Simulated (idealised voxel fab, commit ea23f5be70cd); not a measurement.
process module | voxel gate over fins
cross-section cut | 220 nm wide | cells 5 nm
A cross-section is a grid of square cells, given in bands from the top down. A band is one or more rows of cells.
Each band's line starts with the height of the band's top and of its bottom, in nm. Then come its materials from left to right, each with its width in nm. One material with "throughout" fills the band from edge to edge. "air" is empty space.
Height 0 is the level under which the wafer as received is all one material. The lowest band goes on downwards, as in "0 down".
A width such as "30 to 40" changes by the same amount from each row of cells to the next, from the band's top row to its bottom row.
"no change" after a step means that no cell of the cross-section changed.
closed voids: empty space of 8 cells or more with no open way to the top, each as width x height at its distance from the left edge, in nm
after a step's settings: what the simulator itself notes on the step
overlay nm, on a step with a mask: how far to the right of its planned place the mask lay; to the left if negative
plan
1 op RECEIVE | material Si
2 op CONFORMAL_DEP | material SiN | thk nm 10
3 op DIRECTIONAL_DEP | material aC | thk nm 15
4 op PATTERN | tone cover | mask id FINS | material resist | width nm 15 | pitch nm 40 | thk nm 35 | overlay nm 0
5 op DIRECTIONAL_ETCH | etch materials aC | depth nm 15
6 op STRIP | etch materials resist
7 op DIRECTIONAL_ETCH | etch materials SiN | depth nm 10
8 op DIRECTIONAL_ETCH | etch materials Si | depth nm 40
9 op STRIP | etch materials aC
10 op OXIDIZE | depth nm 5
11 op FILL_DEP | material SiO2 | thk nm 5
12 op CMP | height nm 10
13 op SELECTIVE_ETCH | etch materials SiO2 | depth nm 25
14 op STRIP | etch materials SiN
15 op CONFORMAL_DEP | material HfO2 | thk nm 5
16 op CONFORMAL_DEP | material TiN | thk nm 5
17 op CONFORMAL_DEP | material TiAl | thk nm 5
18 op CONFORMAL_DEP | material TiN | thk nm 5
19 op FILL_DEP | material W | thk nm 15
20 op CMP | height nm 30
21 op CONFORMAL_DEP | material SiCN | thk nm 5
as received, after step 1
  0 down: Si throughout
  closed voids: none
first wafer at the end, as planned
  35 to 30: SiCN throughout
  30 to 20: W throughout
  20 to 15: W 25 | TiN 165 | W 30
  15 to 10: W 25 | TiN 5 | TiAl 35 | TiN 5 | TiAl 35 | TiN 5 | TiAl 35 | TiN 5 | TiAl 35 | TiN 5 | W 30
  10 to 5: W 25 | TiN 5 | TiAl 5 | TiN 25 | TiAl 5 | TiN 5 | TiAl 5 | TiN 25 | TiAl 5 | TiN 5 | TiAl 5 | TiN 25 | TiAl 5 | TiN 5 | TiAl 5 | TiN 25 | TiAl 5 | TiN 5 | W 30
  5 to 0: TiN 30 | TiAl 5 | TiN 5 | HfO2 15 | TiN 5 | TiAl 5 | TiN 5 | TiAl 5 | TiN 5 | HfO2 15 | TiN 5 | TiAl 5 | TiN 5 | TiAl 5 | TiN 5 | HfO2 15 | TiN 5 | TiAl 5 | TiN 5 | TiAl 5 | TiN 5 | HfO2 15 | TiN 5 | TiAl 5 | TiN 35
  0 to -5: TiAl 35 | TiN 5 | HfO2 5 | Si 5 | HfO2 5 | TiN 5 | TiAl 15 | TiN 5 | HfO2 5 | Si 5 | HfO2 5 | TiN 5 | TiAl 15 | TiN 5 | HfO2 5 | Si 5 | HfO2 5 | TiN 5 | TiAl 15 | TiN 5 | HfO2 5 | Si 5 | HfO2 5 | TiN 5 | TiAl 40
  -5 to -10: TiN 40 | HfO2 5 | Si 5 | HfO2 5 | TiN 25 | HfO2 5 | Si 5 | HfO2 5 | TiN 25 | HfO2 5 | Si 5 | HfO2 5 | TiN 25 | HfO2 5 | Si 5 | HfO2 5 | TiN 45
  -10 to -15: HfO2 45 | Si 5 | HfO2 35 | Si 5 | HfO2 35 | Si 5 | HfO2 35 | Si 5 | HfO2 50
  -15 to -45: SiO2 45 | Si 5 | SiO2 35 | Si 5 | SiO2 35 | Si 5 | SiO2 35 | Si 5 | SiO2 50
  -45 down: Si throughout
  closed voids: none
second wafer at the end: like start, like plan, one mistake
  35 to 30: SiCN throughout
  30 to 20: W throughout
  20 to 15: W 25 | TiAl 165 | W 30
  15 to 5: W 25 | TiAl 5 | TiN 35 | TiAl 5 | TiN 35 | TiAl 5 | TiN 35 | TiAl 5 | TiN 35 | TiAl 5 | W 30
  5 to 0: TiAl 30 | TiN 10 | HfO2 15 | TiN 10 | TiAl 5 | TiN 10 | HfO2 15 | TiN 10 | TiAl 5 | TiN 10 | HfO2 15 | TiN 10 | TiAl 5 | TiN 10 | HfO2 15 | TiN 10 | TiAl 35
  0 to -10: TiN 40 | HfO2 5 | Si 5 | HfO2 5 | TiN 25 | HfO2 5 | Si 5 | HfO2 5 | TiN 25 | HfO2 5 | Si 5 | HfO2 5 | TiN 25 | HfO2 5 | Si 5 | HfO2 5 | TiN 45
  -10 to -15: HfO2 45 | Si 5 | HfO2 35 | Si 5 | HfO2 35 | Si 5 | HfO2 35 | Si 5 | HfO2 50
  -15 to -45: SiO2 45 | Si 5 | SiO2 35 | Si 5 | SiO2 35 | Si 5 | SiO2 35 | Si 5 | SiO2 50
  -45 down: Si throughout
  closed voids: none
what went wrong: steps 17 and 18 were swapped
at the end the second wafer has, in cells: 9 fewer of TiAl | 9 more of TiN
